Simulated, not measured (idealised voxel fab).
This is a process module. Its name is voxel tone inversion.
In the cross-section labelled cut, the width is 155 nm and each square cell is 5 nm.
Just so we're on the same page, the cross-sections are grids of square cells, and they're listed out in bands top to bottom, each band one or more rows deep. Band: top and bottom heights (nm) first, top before bottom; then materials from left to right, widths in nm. "full width" marks a sole material filling the band edge to edge. "air" denotes empty space. Where do heights start? At 0: under that level the wafer as delivered is made of one material only. And the lowest band has no floor; it just carries on downward, as in "0 and below". Width: "30->40" (first number = top row, second number = bottom row, same change from row to row of cells). The cross-section has no changed cell in any step marked "identical to before". If an empty space has no open way to the top and is at least 8 cells in size, "Unvented voids" lists it, written width x height at distance, where distance is measured from the left edge and every value is in nm. On each step's line, the part that comes after the settings is the simulator's own comment on the step. overlay nm, on a step with a mask: how far to the right of its planned place the mask lay; to the left if negative.
The process steps that were planned are listed below
1) op RECEIVE | material Si
2) op CONFORMAL_DEP | material SiCN | thk nm 10
3) op DIRECTIONAL_DEP | material aC | thk nm 25
4) op PATTERN | tone cover | mask id POSTS | material resist | width nm 20 | pitch nm 40 | thk nm 30 | overlay nm 0
5) op DIRECTIONAL_ETCH | etch materials aC | depth nm 25
6) op STRIP | etch materials resist
7) op FILL_DEP | material lowk | thk nm 5
8) op CMP | height nm 35
9) op STRIP | etch materials aC
Cross-section of the wafer at receipt, which is the condition after step 1
- 0 and below | Si full width
- Unvented voids: none
Cross-section at module end, one run error; start and plan unchanged from above
- 35 down to 30 | lowk full width
- 30 down to 5 | lowk 25 nm, aC 20 nm, lowk 20 nm, aC 20 nm, lowk 20 nm, aC 20 nm, lowk 30 nm
- 5 down to 0 | SiCN full width
- 0 and below | Si full width
- Unvented voids: none
Want to know what went wrong? planned and actual differ for step 2; actual: op CONFORMAL_DEP | material SiCN | thk nm 5
